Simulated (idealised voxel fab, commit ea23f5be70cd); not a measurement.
Process module in this document: voxel wiring stack
Cross-section cut spans 230 nm and uses square cells 5 nm in size.
Cross-section spec: square-cell grid; bands listed top down; each band is one or more rows. Top height, bottom height, nm. Materials left to right, width each, nm. Single material + "all across" = fills band edge to edge. "blank" = empty. Below 0: as-received wafer, all one material; heights counted from there. Lowest band: no bottom, goes on down, written "0 down". The expression "30->40" gives the width at the extremes of the band, the first number at its top row of cells and the second at its bottom row, with the width changing by equal amounts from each row to the next in between. Given "same as before" for a step, no cell of the cross-section differs between before and after that step. Empty spaces counting at least 8 cells and having no open way to the top are listed in "Enclosed void list". The notation width x height at distance is used for each, the distance being from the left edge and all three values in nm. On a step's line, text after the settings is the simulator commenting on that step. Each step line may optionally specify "overlay nm", which for a step with a mask gives the rightward distance between the mask's planned place and where it lay, a negative value indicating the leftward direction. Read each pair as before and after one process step. The after cross-section shows only down to the lowest band that changed. The step between them and its settings are given below the pair. Pairs can come from different runs of this module on the same starting wafer. A pair continues from the pair above only where its "Prior state" entry says so.

Prior state:
* 125 to 120 | TiN (55), blank (10), TiN (25), blank (10), TiN (25), blank (10), TiN (25), blank (10), TiN (60)
* 120 to 110 | SiO2 (50), TiN (5), blank (10), TiN (5), SiO2 (15), TiN (5), blank (10), TiN (5), SiO2 (15), TiN (5), blank (10), TiN (5), SiO2 (15), TiN (5), blank (10), TiN (5), SiO2 (55)
* 110 to 105 | SiO2 (50), TiN (5), blank (5), TiN (10), SiO2 (15), TiN (20), SiO2 (15), TiN (5), blank (5), TiN (10), SiO2 (15), TiN (20), SiO2 (55)
* 105 to 90 | SiO2 (50), TiN (5), blank (5), TiN (5), SiO2 (55), TiN (5), blank (5), TiN (5), SiO2 (95)
* 90 to 85 | SiCN (50), TiN (15), SiCN (55), TiN (15), SiCN (95)
* 85 to 65 | lowk (50), W (20), lowk (15), W (20), lowk (15), W (20), lowk (15), W (20), lowk (55)
* 65 to 60 | lowk (50), TiN (20), lowk (15), TiN (20), lowk (15), TiN (20), lowk (15), TiN (20), lowk (55)
* 60 to 55 | Cu (40), TiN (15), Cu (5), TiN (30), Cu (5), TiN (30), Cu (5), TiN (30), Cu (5), TiN (20), Cu (45)
* 55 to 50 | TiN (45), lowk (5), TiN (5), Cu (5), TiN (5), lowk (10), TiN (5), lowk (5), TiN (5), Cu (5), TiN (5), lowk (10), TiN (5), lowk (5), TiN (5), Cu (5), TiN (5), lowk (10), TiN (5), lowk (5), TiN (5), Cu (5), TiN (5), lowk (10), TiN (50)
* 50 to 40 | lowk (50), TiN (5), Cu (5), TiN (5), lowk (20), TiN (5), Cu (5), TiN (5), lowk (20), TiN (5), Cu (5), TiN (5), lowk (20), TiN (5), Cu (5), TiN (5), lowk (60)
* 40 to 35 | lowk (50), TiN (15), lowk (20), TiN (15), lowk (20), TiN (15), lowk (20), TiN (15), lowk (60)
* 35 to 30 | lowk (45), Ru (30), lowk (5), Ru (30), lowk (5), Ru (30), lowk (5), Ru (30), lowk (50)
* 30 to 15 | SiO2 (50), TiN (5), W (10), TiN (5), SiO2 (15), TiN (5), W (10), TiN (5), SiO2 (15), TiN (5), W (10), TiN (5), SiO2 (15), TiN (5), W (10), TiN (5), SiO2 (55)
* 15 to 10 | SiCN (50), TiN (20), SiCN (15), TiN (20), SiCN (15), TiN (20), SiCN (15), TiN (20), SiCN (55)
* 10 to 0 | SiO2 all across
* 0 down | Si all across
* Enclosed void list: none

Resultant Cross-Section:
* 130 to 125 | Cu all across
* 125 to 120 | TiN (55), Cu (10), TiN (25), Cu (10), TiN (25), Cu (10), TiN (25), Cu (10), TiN (60)
* 120 to 110 | SiO2 (50), TiN (5), Cu (10), TiN (5), SiO2 (15), TiN (5), Cu (10), TiN (5), SiO2 (15), TiN (5), Cu (10), TiN (5), SiO2 (15), TiN (5), Cu (10), TiN (5), SiO2 (55)
* 110 to 105 | SiO2 (50), TiN (5), Cu (5), TiN (10), SiO2 (15), TiN (20), SiO2 (15), TiN (5), Cu (5), TiN (10), SiO2 (15), TiN (20), SiO2 (55)
* 105 to 90 | SiO2 (50), TiN (5), Cu (5), TiN (5), SiO2 (55), TiN (5), Cu (5), TiN (5), SiO2 (95)
* Below 90 it's all the same as before, nothing changed down there.
* Enclosed void list: none
Step sandwiched between the two cross-sections above: FILL_DEP,material Cu,thk nm 5

Prior state: taken from the pair above, after panel.

Resultant Cross-Section:
* 120 to 110 | SiO2 (50), TiN (5), Cu (10), TiN (5), SiO2 (15), TiN (5), Cu (10), TiN (5), SiO2 (15), TiN (5), Cu (10), TiN (5), SiO2 (15), TiN (5), Cu (10), TiN (5), SiO2 (55)
* Below 110 it's all the same as before, nothing changed down there.
* Enclosed void list: none
Step sandwiched between the two cross-sections above: CMP,height nm 120

Prior state: taken from the pair above, after panel.

Resultant Cross-Section:
* 125 to 120 | SiCN all across
* Below 120 it's all the same as before, nothing changed down there.
* Enclosed void list: none
Step sandwiched between the two cross-sections above: CONFORMAL_DEP,material SiCN,thk nm 5

Prior state:
* 140 to 120 | resist (50), blank (20), resist (15), blank (20), resist (15), blank (20), resist (15), blank (20), resist (55)
* 120 to 105 | SiO2 (50), blank (20), SiO2 (15), blank (20), SiO2 (15), blank (20), SiO2 (15), blank (20), SiO2 (55)
* 105 to 90 | SiO2 (50), blank (15), SiO2 (55), blank (15), SiO2 (95)
* 90 to 85 | SiCN all across
* 85 to 65 | lowk (50), W (20), lowk (15), W (20), lowk (15), W (20), lowk (15), W (20), lowk (55)
* 65 to 60 | lowk (50), TiN (20), lowk (15), TiN (20), lowk (15), TiN (20), lowk (15), TiN (20), lowk (55)
* 60 to 40 | lowk (50), TiN (5), Cu (5), TiN (5), lowk (20), TiN (5), Cu (5), TiN (5), lowk (20), TiN (5), Cu (5), TiN (5), lowk (20), TiN (5), Cu (5), TiN (5), lowk (60)
* 40 to 35 | SiCN (50), TiN (15), SiCN (20), TiN (15), SiCN (20), TiN (15), SiCN (20), TiN (15), SiCN (60)
* 35 to 30 | SiCN (45), Ru (30), SiCN (5), Ru (30), SiCN (5), Ru (30), SiCN (5), Ru (30), SiCN (50)
* 30 to 15 | SiO2 (50), TiN (5), W (10), TiN (5), SiO2 (15), TiN (5), W (10), TiN (5), SiO2 (15), TiN (5), W (10), TiN (5), SiO2 (15), TiN (5), W (10), TiN (5), SiO2 (55)
* 15 to 10 | SiCN (50), TiN (20), SiCN (15), TiN (20), SiCN (15), TiN (20), SiCN (15), TiN (20), SiCN (55)
* 10 to 0 | SiO2 all across
* 0 down | Si all across
* Enclosed void list: none

Resultant Cross-Section:
* 140 to 120 | resist (50), blank (20), resist (15), blank (20), resist (15), blank (20), resist (15), blank (20), resist (55)
* 120 to 90 | SiO2 (50), blank (20), SiO2 (15), blank (20), SiO2 (15), blank (20), SiO2 (15), blank (20), SiO2 (55)
* Below 90 it's all the same as before, nothing changed down there.
* Enclosed void list: none
Step sandwiched between the two cross-sections above: DIRECTIONAL_ETCH,etch materials SiO2,depth nm 15

Prior state: taken from the pair above, after panel.

Resultant Cross-Section:
* 140 to 120 | resist (50), blank (20), resist (15), blank (20), resist (15), blank (20), resist (15), blank (20), resist (55)
* 120 to 90 | SiO2 (50), blank (20), SiO2 (15), blank (20), SiO2 (15), blank (20), SiO2 (15), blank (20), SiO2 (55)
* 90 to 85 | SiCN (50), blank (20), SiCN (15), blank (20), SiCN (15), blank (20), SiCN (15), blank (20), SiCN (55)
* Below 85 it's all the same as before, nothing changed down there.
* Enclosed void list: none
Step sandwiched between the two cross-sections above: DIRECTIONAL_ETCH,etch materials SiCN,depth nm 5

Prior state: taken from the pair above, after panel.

Resultant Cross-Section:
* 120 to 90 | SiO2 (50), blank (20), SiO2 (15), blank (20), SiO2 (15), blank (20), SiO2 (15), blank (20), SiO2 (55)
* Below 90 it's all the same as before, nothing changed down there.
* Enclosed void list: none
Step sandwiched between the two cross-sections above: STRIP,etch materials resist

Prior state: taken from the pair above, after panel.

Resultant Cross-Section:
* 125 to 120 | TiN (55), blank (10), TiN (25), blank (10), TiN (25), blank (10), TiN (25), blank (10), TiN (60)
* 120 to 90 | SiO2 (50), TiN (5), blank (10), TiN (5), SiO2 (15), TiN (5), blank (10), TiN (5), SiO2 (15), TiN (5), blank (10), TiN (5), SiO2 (15), TiN (5), blank (10), TiN (5), SiO2 (55)
* 90 to 85 | SiCN (50), TiN (20), SiCN (15), TiN (20), SiCN (15), TiN (20), SiCN (15), TiN (20), SiCN (55)
* Below 85 it's all the same as before, nothing changed down there.
* Enclosed void list: none
Step sandwiched between the two cross-sections above: CONFORMAL_DEP,material TiN,thk nm 5

Prior state: taken from the pair above, after panel.

Resultant Cross-Section:
* 130 to 125 | Cu all across
* 125 to 120 | TiN (55), Cu (10), TiN (25), Cu (10), TiN (25), Cu (10), TiN (25), Cu (10), TiN (60)
* 120 to 90 | SiO2 (50), TiN (5), Cu (10), TiN (5), SiO2 (15), TiN (5), Cu (10), TiN (5), SiO2 (15), TiN (5), Cu (10), TiN (5), SiO2 (15), TiN (5), Cu (10), TiN (5), SiO2 (55)
* Below 90 it's all the same as before, nothing changed down there.
* Enclosed void list: none
Step sandwiched between the two cross-sections above: FILL_DEP,material Cu,thk nm 5

Prior state: taken from the pair above, after panel.

Resultant Cross-Section:
* 120 to 90 | SiO2 (50), TiN (5), Cu (10), TiN (5), SiO2 (15), TiN (5), Cu (10), TiN (5), SiO2 (15), TiN (5), Cu (10), TiN (5), SiO2 (15), TiN (5), Cu (10), TiN (5), SiO2 (55)
* Below 90 it's all the same as before, nothing changed down there.
* Enclosed void list: none
Step sandwiched between the two cross-sections above: CMP,height nm 120

Prior state: taken from the pair above, after panel.

Resultant Cross-Section:
* 125 to 120 | SiCN all across
* Below 120 it's all the same as before, nothing changed down there.
* Enclosed void list: none
Step sandwiched between the two cross-sections above: CONFORMAL_DEP,material SiCN,thk nm 5

Prior state:
* 55 to 50 | blank (45), lowk (30), blank (5), lowk (30), blank (5), lowk (30), blank (5), lowk (30), blank (50)
* 50 to 35 | lowk all across
* 35 to 30 | lowk (45), Ru (30), lowk (5), Ru (30), lowk (5), Ru (30), lowk (5), Ru (30), lowk (50)
* 30 to 15 | SiO2 (50), TiN (5), W (10), TiN (5), SiO2 (15), TiN (5), W (10), TiN (5), SiO2 (15), TiN (5), W (10), TiN (5), SiO2 (15), TiN (5), W (10), TiN (5), SiO2 (55)
* 15 to 10 | SiCN (50), TiN (20), SiCN (15), TiN (20), SiCN (15), TiN (20), SiCN (15), TiN (20), SiCN (55)
* 10 to 0 | SiO2 all across
* 0 down | Si all across
* Enclosed void list: none

Resultant Cross-Section:
* 60 to 55 | SiCN all across
* 55 to 50 | SiCN (45), lowk (30), SiCN (5), lowk (30), SiCN (5), lowk (30), SiCN (5), lowk (30), SiCN (50)
* Below 50 it's all the same as before, nothing changed down there.
* Enclosed void list: none
Step sandwiched between the two cross-sections above: FILL_DEP,material SiCN,thk nm 5

Prior state: taken from the pair above, after panel.

Resultant Cross-Section:
* 60 to 55 | SiCN (50), blank (15), SiCN (20), blank (15), SiCN (20), blank (15), SiCN (20), blank (15), SiCN (60)
* Below 55 it's all the same as before, nothing changed down there.
* Enclosed void list: none
Step sandwiched between the two cross-sections above: MASKED_ETCH,tone open,mask id PLUG_1,width nm 15,pitch nm 35,etch materials SiCN,depth nm 5,overlay nm 0

Prior state: taken from the pair above, after panel.

Resultant Cross-Section:
* 65 to 60 | TiN (55), blank (5), TiN (30), blank (5), TiN (30), blank (5), TiN (30), blank (5), TiN (65)
* 60 to 55 | SiCN (50), TiN (15), SiCN (20), TiN (15), SiCN (20), TiN (15), SiCN (20), TiN (15), SiCN (60)
* Below 55 it's all the same as before, nothing changed down there.
* Enclosed void list: none
Step sandwiched between the two cross-sections above: CONFORMAL_DEP,material TiN,thk nm 5

Prior state: taken from the pair above, after panel.

Resultant Cross-Section:
* 75 to 65 | Cu all across
* 65 to 60 | TiN (55), Cu (5), TiN (30), Cu (5), TiN (30), Cu (5), TiN (30), Cu (5), TiN (65)
* Below 60 it's all the same as before, nothing changed down there.
* Enclosed void list: none
Step sandwiched between the two cross-sections above: FILL_DEP,material Cu,thk nm 10

Prior state: taken from the pair above, after panel.

Resultant Cross-Section:
* 60 to 55 | SiCN (50), TiN (15), SiCN (20), TiN (15), SiCN (20), TiN (15), SiCN (20), TiN (15), SiCN (60)
* Below 55 it's all the same as before, nothing changed down there.
* Enclosed void list: none
Step sandwiched between the two cross-sections above: CMP,height nm 60

Prior state: taken from the pair above, after panel.

Resultant Cross-Section:
* 65 to 60 | TiN all across
* Below 60 it's all the same as before, nothing changed down there.
* Enclosed void list: none
Step sandwiched between the two cross-sections above: DIRECTIONAL_DEP,material TiN,thk nm 5

Prior state: taken from the pair above, after panel.

Resultant Cross-Section:
* 85 to 65 | W all across
* Below 65 it's all the same as before, nothing changed down there.
* Enclosed void list: none
Step sandwiched between the two cross-sections above: DIRECTIONAL_DEP,material W,thk nm 20

Prior state: taken from the pair above, after panel.

Resultant Cross-Section:
* 100 to 85 | blank (50), resist (20), blank (15), resist (20), blank (15), resist (20), blank (15), resist (20), blank (55)
* Below 85 it's all the same as before, nothing changed down there.
* Enclosed void list: none
Step sandwiched between the two cross-sections above: PATTERN,tone cover,mask id METAL_2,material resist,width nm 20,pitch nm 35,thk nm 15,overlay nm 0

Prior state: taken from the pair above, after panel.

Resultant Cross-Section:
* 100 to 85 | blank (50), resist (20), blank (15), resist (20), blank (15), resist (20), blank (15), resist (20), blank (55)
* 85 to 65 | blank (50), W (20), blank (15), W (20), blank (15), W (20), blank (15), W (20), blank (55)
* Below 65 it's all the same as before, nothing changed down there.
* Enclosed void list: none
Step sandwiched between the two cross-sections above: DIRECTIONAL_ETCH,etch materials W,depth nm 20

Prior state: taken from the pair above, after panel.

Resultant Cross-Section:
* 100 to 85 | blank (50), resist (20), blank (15), resist (20), blank (15), resist (20), blank (15), resist (20), blank (55)
* 85 to 65 | blank (50), W (20), blank (15), W (20), blank (15), W (20), blank (15), W (20), blank (55)
* 65 to 60 | blank (50), TiN (20), blank (15), TiN (20), blank (15), TiN (20), blank (15), TiN (20), blank (55)
* Below 60 it's all the same as before, nothing changed down there.
* Enclosed void list: none
Step sandwiched between the two cross-sections above: DIRECTIONAL_ETCH,etch materials TiN,depth nm 5

Prior state: taken from the pair above, after panel.

Resultant Cross-Section:
* 85 to 65 | blank (50), W (20), blank (15), W (20), blank (15), W (20), blank (15), W (20), blank (55)
* Below 65 it's all the same as before, nothing changed down there.
* Enclosed void list: none
Step sandwiched between the two cross-sections above: STRIP,etch materials resist

Prior state: taken from the pair above, after panel.

Resultant Cross-Section:
* 95 to 85 | lowk all across
* 85 to 65 | lowk (50), W (20), lowk (15), W (20), lowk (15), W (20), lowk (15), W (20), lowk (55)
* 65 to 60 | lowk (50), TiN (20), lowk (15), TiN (20), lowk (15), TiN (20), lowk (15), TiN (20), lowk (55)
* Below 60 it's all the same as before, nothing changed down there.
* Enclosed void list: none
Step sandwiched between the two cross-sections above: FILL_DEP,material lowk,thk nm 10

Prior state: taken from the pair above, after panel.

Resultant Cross-Section:
* 85 to 65 | lowk (50), W (20), lowk (15), W (20), lowk (15), W (20), lowk (15), W (20), lowk (55)
* Below 65 it's all the same as before, nothing changed down there.
* Enclosed void list: none
Step sandwiched between the two cross-sections above: CMP,height nm 85

Prior state: taken from the pair above, after panel.

Resultant Cross-Section:
* 90 to 85 | SiCN all across
* Below 85 it's all the same as before, nothing changed down there.
* Enclosed void list: none
Step sandwiched between the two cross-sections above: CONFORMAL_DEP,material SiCN,thk nm 5

Prior state: taken from the pair above, after panel.

Resultant Cross-Section:
* 120 to 90 | SiO2 all across
* Below 90 it's all the same as before, nothing changed down there.
* Enclosed void list: none
Step sandwiched between the two cross-sections above: DIRECTIONAL_DEP,material SiO2,thk nm 30

Prior state: taken from the pair above, after panel.

Resultant Cross-Section:
* 130 to 120 | aC all across
* Below 120 it's all the same as before, nothing changed down there.
* Enclosed void list: none
Step sandwiched between the two cross-sections above: DIRECTIONAL_DEP,material aC,thk nm 10

Prior state: taken from the pair above, after panel.

Resultant Cross-Section:
* 155 to 130 | resist (50), blank (15), resist (55), blank (15), resist (95)
* Below 130 it's all the same as before, nothing changed down there.
* Enclosed void list: none
Step sandwiched between the two cross-sections above: PATTERN,tone open,mask id METAL_3_HOLES,material resist,width nm 15,pitch nm 70,thk nm 25,overlay nm 0

Prior state: taken from the pair above, after panel.

Resultant Cross-Section:
* 145 to 130 | resist (50), blank (15), resist (55), blank (15), resist (95)
* 130 to 120 | aC (50), blank (15), aC (55), blank (15), aC (95)
* Below 120 it's all the same as before, nothing changed down there.
* Enclosed void list: none
Step sandwiched between the two cross-sections above: DIRECTIONAL_ETCH,etch materials aC,depth nm 10

Prior state: taken from the pair above, after panel.

Resultant Cross-Section:
* 130 to 120 | aC (50), blank (15), aC (55), blank (15), aC (95)
* Below 120 it's all the same as before, nothing changed down there.
* Enclosed void list: none
Step sandwiched between the two cross-sections above: STRIP,etch materials resist

Prior state: taken from the pair above, after panel.

Resultant Cross-Section:
* 130 to 120 | aC (50), blank (15), aC (55), blank (15), aC (95)
* 120 to 90 | SiO2 (50), blank (15), SiO2 (55), blank (15), SiO2 (95)
* Below 90 it's all the same as before, nothing changed down there.
* Enclosed void list: none
Step sandwiched between the two cross-sections above: DIRECTIONAL_ETCH,etch materials SiO2,depth nm 30

Prior state: taken from the pair above, after panel.

Resultant Cross-Section:
* 120 to 90 | SiO2 (50), blank (15), SiO2 (55), blank (15), SiO2 (95)
* Below 90 it's all the same as before, nothing changed down there.
* Enclosed void list: none
Step sandwiched between the two cross-sections above: STRIP,etch materials aC

Prior state: taken from the pair above, after panel.

Resultant Cross-Section:
* 140 to 120 | resist (50), blank (20), resist (15), blank (20), resist (15), blank (20), resist (15), blank (20), resist (55)
* Below 120 it's all the same as before, nothing changed down there.
* Enclosed void list: none
Step sandwiched between the two cross-sections above: PATTERN,tone open,mask id METAL_3,material resist,width nm 20,pitch nm 35,thk nm 20,overlay nm 0

Prior state: taken from the pair above, after panel.

Resultant Cross-Section:
* 140 to 120 | resist (50), blank (20), resist (15), blank (20), resist (15), blank (20), resist (15), blank (20), resist (55)
* 120 to 105 | SiO2 (50), blank (20), SiO2 (15), blank (20), SiO2 (15), blank (20), SiO2 (15), blank (20), SiO2 (55)
* Below 105 it's all the same as before, nothing changed down there.
* Enclosed void list: none
Step sandwiched between the two cross-sections above: DIRECTIONAL_ETCH,etch materials SiO2,depth nm 15

Prior state: taken from the pair above, after panel.

Resultant Cross-Section:
* 140 to 120 | resist (50), blank (20), resist (15), blank (20), resist (15), blank (20), resist (15), blank (20), resist (55)
* 120 to 105 | SiO2 (50), blank (20), SiO2 (15), blank (20), SiO2 (15), blank (20), SiO2 (15), blank (20), SiO2 (55)
* 105 to 90 | SiO2 (50), blank (15), SiO2 (55), blank (15), SiO2 (95)
* 90 to 85 | SiCN (50), blank (15), SiCN (55), blank (15), SiCN (95)
* Below 85 it's all the same as before, nothing changed down there.
* Enclosed void list: none
Step sandwiched between the two cross-sections above: DIRECTIONAL_ETCH,etch materials SiCN,depth nm 5

Prior state: taken from the pair above, after panel.

Resultant Cross-Section:
* 120 to 105 | SiO2 (50), blank (20), SiO2 (15), blank (20), SiO2 (15), blank (20), SiO2 (15), blank (20), SiO2 (55)
* Below 105 it's all the same as before, nothing changed down there.
* Enclosed void list: none
Step sandwiched between the two cross-sections above: STRIP,etch materials resist

Prior state: taken from the pair above, after panel.

Resultant Cross-Section:
* 125 to 120 | TiN (55), blank (10), TiN (25), blank (10), TiN (25), blank (10), TiN (25), blank (10), TiN (60)
* 120 to 110 | SiO2 (50), TiN (5), blank (10), TiN (5), SiO2 (15), TiN (5), blank (10), TiN (5), SiO2 (15), TiN (5), blank (10), TiN (5), SiO2 (15), TiN (5), blank (10), TiN (5), SiO2 (55)
* 110 to 105 | SiO2 (50), TiN (5), blank (5), TiN (10), SiO2 (15), TiN (20), SiO2 (15), TiN (5), blank (5), TiN (10), SiO2 (15), TiN (20), SiO2 (55)
* 105 to 90 | SiO2 (50), TiN (5), blank (5), TiN (5), SiO2 (55), TiN (5), blank (5), TiN (5), SiO2 (95)
* 90 to 85 | SiCN (50), TiN (15), SiCN (55), TiN (15), SiCN (95)
* Below 85 it's all the same as before, nothing changed down there.
* Enclosed void list: none
Step sandwiched between the two cross-sections above: CONFORMAL_DEP,material TiN,thk nm 5

Prior state: taken from the pair above, after panel.

Resultant Cross-Section:
* 130 to 125 | Cu all across
* 125 to 120 | TiN (55), Cu (10), TiN (25), Cu (10), TiN (25), Cu (10), TiN (25), Cu (10), TiN (60)
* 120 to 110 | SiO2 (50), TiN (5), Cu (10), TiN (5), SiO2 (15), TiN (5), Cu (10), TiN (5), SiO2 (15), TiN (5), Cu (10), TiN (5), SiO2 (15), TiN (5), Cu (10), TiN (5), SiO2 (55)
* 110 to 105 | SiO2 (50), TiN (5), Cu (5), TiN (10), SiO2 (15), TiN (20), SiO2 (15), TiN (5), Cu (5), TiN (10), SiO2 (15), TiN (20), SiO2 (55)
* 105 to 90 | SiO2 (50), TiN (5), Cu (5), TiN (5), SiO2 (55), TiN (5), Cu (5), TiN (5), SiO2 (95)
* Below 90 it's all the same as before, nothing changed down there.
* Enclosed void list: none
Step sandwiched between the two cross-sections above: FILL_DEP,material Cu,thk nm 5

Prior state: taken from the pair above, after panel.

Resultant Cross-Section:
* 120 to 110 | SiO2 (50), TiN (5), Cu (10), TiN (5), SiO2 (15), TiN (5), Cu (10), TiN (5), SiO2 (15), TiN (5), Cu (10), TiN (5), SiO2 (15), TiN (5), Cu (10), TiN (5), SiO2 (55)
* Below 110 it's all the same as before, nothing changed down there.
* Enclosed void list: none
Step sandwiched between the two cross-sections above: CMP,height nm 120

Prior state: taken from the pair above, after panel.

Resultant Cross-Section:
* 125 to 120 | SiCN all across
* Below 120 it's all the same as before, nothing changed down there.
* Enclosed void list: none
Step sandwiched between the two cross-sections above: CONFORMAL_DEP,material SiCN,thk nm 5

Prior state:
* 130 to 125 | Cu all across
* 125 to 120 | TiN (55), Cu (10), TiN (25), Cu (10), TiN (25), Cu (10), TiN (25), Cu (10), TiN (60)
* 120 to 110 | SiO2 (50), TiN (5), Cu (10), TiN (5), SiO2 (15), TiN (5), Cu (10), TiN (5), SiO2 (15), TiN (5), Cu (10), TiN (5), SiO2 (15), TiN (5), Cu (10), TiN (5), SiO2 (55)
* 110 to 105 | SiO2 (50), TiN (5), Cu (5), TiN (10), SiO2 (15), TiN (20), SiO2 (15), TiN (5), Cu (5), TiN (10), SiO2 (15), TiN (20), SiO2 (55)
* 105 to 90 | SiO2 (50), TiN (5), Cu (5), TiN (5), SiO2 (55), TiN (5), Cu (5), TiN (5), SiO2 (95)
* 90 to 85 | SiCN (50), TiN (15), SiCN (55), TiN (15), SiCN (95)
* 85 to 65 | lowk (50), W (20), lowk (15), W (20), lowk (15), W (20), lowk (15), W (20), lowk (55)
* 65 to 60 | lowk (50), TiN (20), lowk (15), TiN (20), lowk (15), TiN (20), lowk (15), TiN (20), lowk (55)
* 60 to 40 | lowk (50), TiN (5), Cu (5), TiN (5), lowk (20), TiN (5), Cu (5), TiN (5), lowk (20), TiN (5), Cu (5), TiN (5), lowk (20), TiN (5), Cu (5), TiN (5), lowk (60)
* 40 to 35 | SiCN (50), TiN (15), SiCN (20), TiN (15), SiCN (20), TiN (15), SiCN (20), TiN (15), SiCN (60)
* 35 to 30 | SiCN (45), Ru (30), SiCN (5), Ru (30), SiCN (5), Ru (30), SiCN (5), Ru (30), SiCN (50)
* 30 to 15 | SiO2 (50), TiN (5), W (10), TiN (5), SiO2 (15), TiN (5), W (10), TiN (5), SiO2 (15), TiN (5), W (10), TiN (5), SiO2 (15), TiN (5), W (10), TiN (5), SiO2 (55)
* 15 to 10 | SiCN (50), TiN (20), SiCN (15), TiN (20), SiCN (15), TiN (20), SiCN (15), TiN (20), SiCN (55)
* 10 to 0 | SiO2 all across
* 0 down | Si all across
* Enclosed void list: none

Resultant Cross-Section:
* 110 to 105 | SiO2 (50), TiN (5), Cu (5), TiN (10), SiO2 (15), TiN (20), SiO2 (15), TiN (5), Cu (5), TiN (10), SiO2 (15), TiN (20), SiO2 (55)
* Below 105 it's all the same as before, nothing changed down there.
* Enclosed void list: none
Step sandwiched between the two cross-sections above: CMP,height nm 110

Prior state: taken from the pair above, after panel.

Resultant Cross-Section:
* 115 to 110 | SiCN all across
* Below 110 it's all the same as before, nothing changed down there.
* Enclosed void list: none
Step sandwiched between the two cross-sections above: CONFORMAL_DEP,material SiCN,thk nm 5

Prior state:
* 60 to 40 | lowk all across
* 40 to 35 | SiCN all across
* 35 to 30 | SiCN (45), Ru (30), SiCN (5), Ru (30), SiCN (5), Ru (30), SiCN (5), Ru (30), SiCN (50)
* 30 to 15 | SiO2 (50), TiN (5), W (10), TiN (5), SiO2 (15), TiN (5), W (10), TiN (5), SiO2 (15), TiN (5), W (10), TiN (5), SiO2 (15), TiN (5), W (10), TiN (5), SiO2 (55)
* 15 to 10 | SiCN (50), TiN (20), SiCN (15), TiN (20), SiCN (15), TiN (20), SiCN (15), TiN (20), SiCN (55)
* 10 to 0 | SiO2 all across
* 0 down | Si all across
* Enclosed void list: none

Resultant Cross-Section:
* 60 to 40 | lowk (50), blank (20), lowk (15), blank (20), lowk (15), blank (20), lowk (15), blank (20), lowk (55)
* Below 40 it's all the same as before, nothing changed down there.
* Enclosed void list: none
Step sandwiched between the two cross-sections above: MASKED_ETCH,tone open,mask id PLUG_1,width nm 20,pitch nm 35,etch materials lowk,depth nm 20,overlay nm 0

Prior state: taken from the pair above, after panel.

Resultant Cross-Section:
* 60 to 40 | lowk (50), blank (20), lowk (15), blank (20), lowk (15), blank (20), lowk (15), blank (20), lowk (55)
* 40 to 35 | SiCN (50), blank (15), SiCN (20), blank (15), SiCN (20), blank (15), SiCN (20), blank (15), SiCN (60)
* Below 35 it's all the same as before, nothing changed down there.
* Enclosed void list: none
Step sandwiched between the two cross-sections above: MASKED_ETCH,tone open,mask id PLUG_1,width nm 15,pitch nm 35,etch materials SiCN,depth nm 5,overlay nm 0

Prior state: taken from the pair above, after panel.

Resultant Cross-Section:
* 65 to 60 | TiN (55), blank (10), TiN (25), blank (10), TiN (25), blank (10), TiN (25), blank (10), TiN (60)
* 60 to 45 | lowk (50), TiN (5), blank (10), TiN (5), lowk (15), TiN (5), blank (10), TiN (5), lowk (15), TiN (5), blank (10), TiN (5), lowk (15), TiN (5), blank (10), TiN (5), lowk (55)
* 45 to 40 | lowk (50), TiN (5), blank (5), TiN (10), lowk (15), TiN (5), blank (5), TiN (10), lowk (15), TiN (5), blank (5), TiN (10), lowk (15), TiN (5), blank (5), TiN (10), lowk (55)
* 40 to 35 | SiCN (50), TiN (15), SiCN (20), TiN (15), SiCN (20), TiN (15), SiCN (20), TiN (15), SiCN (60)
* Below 35 it's all the same as before, nothing changed down there.
* Enclosed void list: none
Step sandwiched between the two cross-sections above: CONFORMAL_DEP,material TiN,thk nm 5

Prior state: taken from the pair above, after panel.

Resultant Cross-Section:
* 75 to 65 | Cu all across
* 65 to 60 | TiN (55), Cu (10), TiN (25), Cu (10), TiN (25), Cu (10), TiN (25), Cu (10), TiN (60)
* 60 to 45 | lowk (50), TiN (5), Cu (10), TiN (5), lowk (15), TiN (5), Cu (10), TiN (5), lowk (15), TiN (5), Cu (10), TiN (5), lowk (15), TiN (5), Cu (10), TiN (5), lowk (55)
* 45 to 40 | lowk (50), TiN (5), Cu (5), TiN (10), lowk (15), TiN (5), Cu (5), TiN (10), lowk (15), TiN (5), Cu (5), TiN (10), lowk (15), TiN (5), Cu (5), TiN (10), lowk (55)
* Below 40 it's all the same as before, nothing changed down there.
* Enclosed void list: none
Step sandwiched between the two cross-sections above: FILL_DEP,material Cu,thk nm 10

Prior state: taken from the pair above, after panel.

Resultant Cross-Section:
* 60 to 45 | lowk (50), TiN (5), Cu (10), TiN (5), lowk (15), TiN (5), Cu (10), TiN (5), lowk (15), TiN (5), Cu (10), TiN (5), lowk (15), TiN (5), Cu (10), TiN (5), lowk (55)
* Below 45 it's all the same as before, nothing changed down there.
* Enclosed void list: none
Step sandwiched between the two cross-sections above: CMP,height nm 60

Prior state: taken from the pair above, after panel.

Resultant Cross-Section:
* 65 to 60 | TiN all across
* Below 60 it's all the same as before, nothing changed down there.
* Enclosed void list: none
Step sandwiched between the two cross-sections above: DIRECTIONAL_DEP,material TiN,thk nm 5

Prior state: taken from the pair above, after panel.

Resultant Cross-Section:
* 85 to 65 | W all across
* Below 65 it's all the same as before, nothing changed down there.
* Enclosed void list: none
Step sandwiched between the two cross-sections above: DIRECTIONAL_DEP,material W,thk nm 20

Prior state: taken from the pair above, after panel.

Resultant Cross-Section:
* 100 to 85 | blank (50), resist (20), blank (15), resist (20), blank (15), resist (20), blank (15), resist (20), blank (55)
* Below 85 it's all the same as before, nothing changed down there.
* Enclosed void list: none
Step sandwiched between the two cross-sections above: PATTERN,tone cover,mask id METAL_2,material resist,width nm 20,pitch nm 35,thk nm 15,overlay nm 0

Prior state: taken from the pair above, after panel.

Resultant Cross-Section:
* 100 to 85 | blank (50), resist (20), blank (15), resist (20), blank (15), resist (20), blank (15), resist (20), blank (55)
* 85 to 65 | blank (50), W (20), blank (15), W (20), blank (15), W (20), blank (15), W (20), blank (55)
* Below 65 it's all the same as before, nothing changed down there.
* Enclosed void list: none
Step sandwiched between the two cross-sections above: DIRECTIONAL_ETCH,etch materials W,depth nm 20

Prior state: taken from the pair above, after panel.

Resultant Cross-Section:
* 100 to 85 | blank (50), resist (20), blank (15), resist (20), blank (15), resist (20), blank (15), resist (20), blank (55)
* 85 to 65 | blank (50), W (20), blank (15), W (20), blank (15), W (20), blank (15), W (20), blank (55)
* 65 to 60 | blank (50), TiN (20), blank (15), TiN (20), blank (15), TiN (20), blank (15), TiN (20), blank (55)
* Below 60 it's all the same as before, nothing changed down there.
* Enclosed void list: none
Step sandwiched between the two cross-sections above: DIRECTIONAL_ETCH,etch materials TiN,depth nm 5
